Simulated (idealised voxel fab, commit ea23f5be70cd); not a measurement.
Proc. module: voxel capacitor over wiring
This is section cut - it's 280 nm across, gridded in 5 nm square cells.
Cross-section = grid of square cells, listed top down in bands; band = one or more rows.
A band entry consists of two parts. The first gives the height of the band's top and the height of its bottom, in nm. The rest lists the band's materials from left to right, each with its width in nm. A single material labelled with the word "edge to edge" fills the band from edge to edge, and the word "blank" marks empty space.
Heights from 0 (as-received wafer is one material below). Bottom band endless downward, as "0 -> down".
With a width like "30->40", each row of cells in the band differs from the next by the same amount, the top row carrying the first number and the bottom row the second.
The designation "nothing was modified", where it is given for a processing step, indicates that no cell of the cross-section was altered in the course of that step.
Basically, "Sealed voids" tells you about the enclosed voids: empty spaces with no open way to the top, 8 cells or bigger, each written width x height at distance, where distance is from the left edge, all in nm.
Whatever follows a step's settings on its line is a remark the simulator itself makes about that step.
The optional step-line setting "overlay nm" applies to steps with a mask and quantifies how far to the right of its planned location the mask lay, a negative value indicating leftward placement.
-- Listed below are the process steps as planned
- 1: RECEIVE | material Si
- 2: CONFORMAL_DEP | material SiO2 | thk nm 15
- 3: DIRECTIONAL_DEP | material TiN | thk nm 5
- 4: DIRECTIONAL_DEP | material W | thk nm 15
- 5: PATTERN | tone cover | mask id METAL_1 | material resist | width nm 30 | pitch nm 100 | thk nm 20 | overlay nm 0
- 6: DIRECTIONAL_ETCH | etch materials W | depth nm 15
- 7: DIRECTIONAL_ETCH | etch materials TiN | depth nm 5
- 8: STRIP | etch materials resist
- 9: FILL_DEP | material lowk | thk nm 5
- 10: CMP | height nm 35
- 11: CONFORMAL_DEP | material SiCN | thk nm 5
- 12: DIRECTIONAL_DEP | material lowk | thk nm 20
- 13: DIRECTIONAL_DEP | material aC | thk nm 10
- 14: PATTERN | tone open | mask id PLUG_1 | material resist | width nm 15 | thk nm 30 | overlay nm 0
- 15: DIRECTIONAL_ETCH | etch materials aC | depth nm 10
- 16: STRIP | etch materials resist
- 17: DIRECTIONAL_ETCH | etch materials lowk | depth nm 20
- 18: DIRECTIONAL_ETCH | etch materials SiCN | depth nm 5
- 19: STRIP | etch materials aC
- 20: EPI | material Ru | thk nm 10
- 21: EPI | material Ru | thk nm 10
- 22: EPI | material Ru | thk nm 5
- 23: DIRECTIONAL_DEP | material TiN | thk nm 5
- 24: DIRECTIONAL_DEP | material HfO2 | thk nm 5
- 25: DIRECTIONAL_DEP | material TiN | thk nm 10
- 26: MASKED_ETCH | tone cover | mask id UPPER_PLATE | width nm 75 | etch materials TiN | depth nm 10 | overlay nm 0
- 27: MASKED_ETCH | tone cover | mask id UPPER_PLATE | width nm 75 | etch materials HfO2 | depth nm 5 | overlay nm 0
- 28: DIRECTIONAL_DEP | material aC | thk nm 10
- 29: PATTERN | tone cover | mask id LOWER_PLATE | material resist | width nm 85 | thk nm 30 | overlay nm 0
- 30: DIRECTIONAL_ETCH | etch materials aC | depth nm 10
- 31: STRIP | etch materials resist
- 32: DIRECTIONAL_ETCH | etch materials TiN | depth nm 5
- 33: STRIP | etch materials aC
- 34: FILL_DEP | material SiO2 | thk nm 20
- 35: CMP | height nm 95
- 36: DIRECTIONAL_DEP | material aC | thk nm 15
- 37: PATTERN | tone open | mask id PLUG_2 | material resist | width nm 15 | thk nm 30 | overlay nm 0
- 38: DIRECTIONAL_ETCH | etch materials aC | depth nm 15
- 39: STRIP | etch materials resist
- 40: DIRECTIONAL_ETCH | etch materials SiO2 | depth nm 15
- 41: STRIP | etch materials aC
- 42: CONFORMAL_DEP | material TiN | thk nm 5
- 43: FILL_DEP | material Ru | thk nm 5
- 44: CMP | height nm 95
- 45: CONFORMAL_DEP | material SiCN | thk nm 5
-- This is the cross-section of the wafer as we received it, i.e. after step 1
  0 -> down: Si edge to edge
  Sealed voids: none
-- First of two wafers at the end of the module, shown in cross-section; run carried out as planned
  100 -> 95: SiCN edge to edge
  95 -> 85: 100 nm SiO2  5 nm TiN  5 nm Ru  5 nm TiN  165 nm SiO2
  85 -> 80: 100 nm SiO2  15 nm TiN  165 nm SiO2
  80 -> 70: 90 nm SiO2  75 nm TiN  115 nm SiO2
  70 -> 65: 90 nm SiO2  75 nm HfO2  115 nm SiO2
  65 -> 60: 85 nm SiO2  85 nm TiN  110 nm SiO2
  60 -> 40: 90 nm lowk  15 nm Ru  175 nm lowk
  40 -> 35: 90 nm SiCN  15 nm Ru  175 nm SiCN
  35 -> 20: 75 nm lowk  30 nm W  70 nm lowk  30 nm W  75 nm lowk
  20 -> 15: 75 nm lowk  30 nm TiN  70 nm lowk  30 nm TiN  75 nm lowk
  15 -> 0: SiO2 edge to edge
  0 -> down: Si edge to edge
  Sealed voids: none
-- This is the second of the two wafers, cross-sectioned at the end of the module; it started exactly like the first and was given the same plan, but it was run with one mistake
  100 -> 95: SiCN edge to edge
  95 -> 90: 100 nm SiO2  15 nm TiN  165 nm SiO2
  90 -> 80: 90 nm SiO2  75 nm TiN  115 nm SiO2
  80 -> 75: 90 nm SiO2  75 nm HfO2  115 nm SiO2
  75 -> 70: 85 nm SiO2  85 nm TiN  110 nm SiO2
  70 -> 60: HfO2 edge to edge
  60 -> 40: lowk edge to edge
  40 -> 35: SiCN edge to edge
  35 -> 20: 75 nm lowk  30 nm W  70 nm lowk  30 nm W  75 nm lowk
  20 -> 15: 75 nm lowk  30 nm TiN  70 nm lowk  30 nm TiN  75 nm lowk
  15 -> 0: SiO2 edge to edge
  0 -> down: Si edge to edge
  Sealed voids: none
Here's what went sideways: not per plan at step 13, really ran DIRECTIONAL_DEP | material HfO2 | thk nm 10
Upon completion, the second wafer contains, in terms of cells, a greater or smaller amount of certain materials than the first wafer: +112 HfO2; -17 Ru; +3 SiCN; -106 SiO2; -4 TiN; +12 lowk
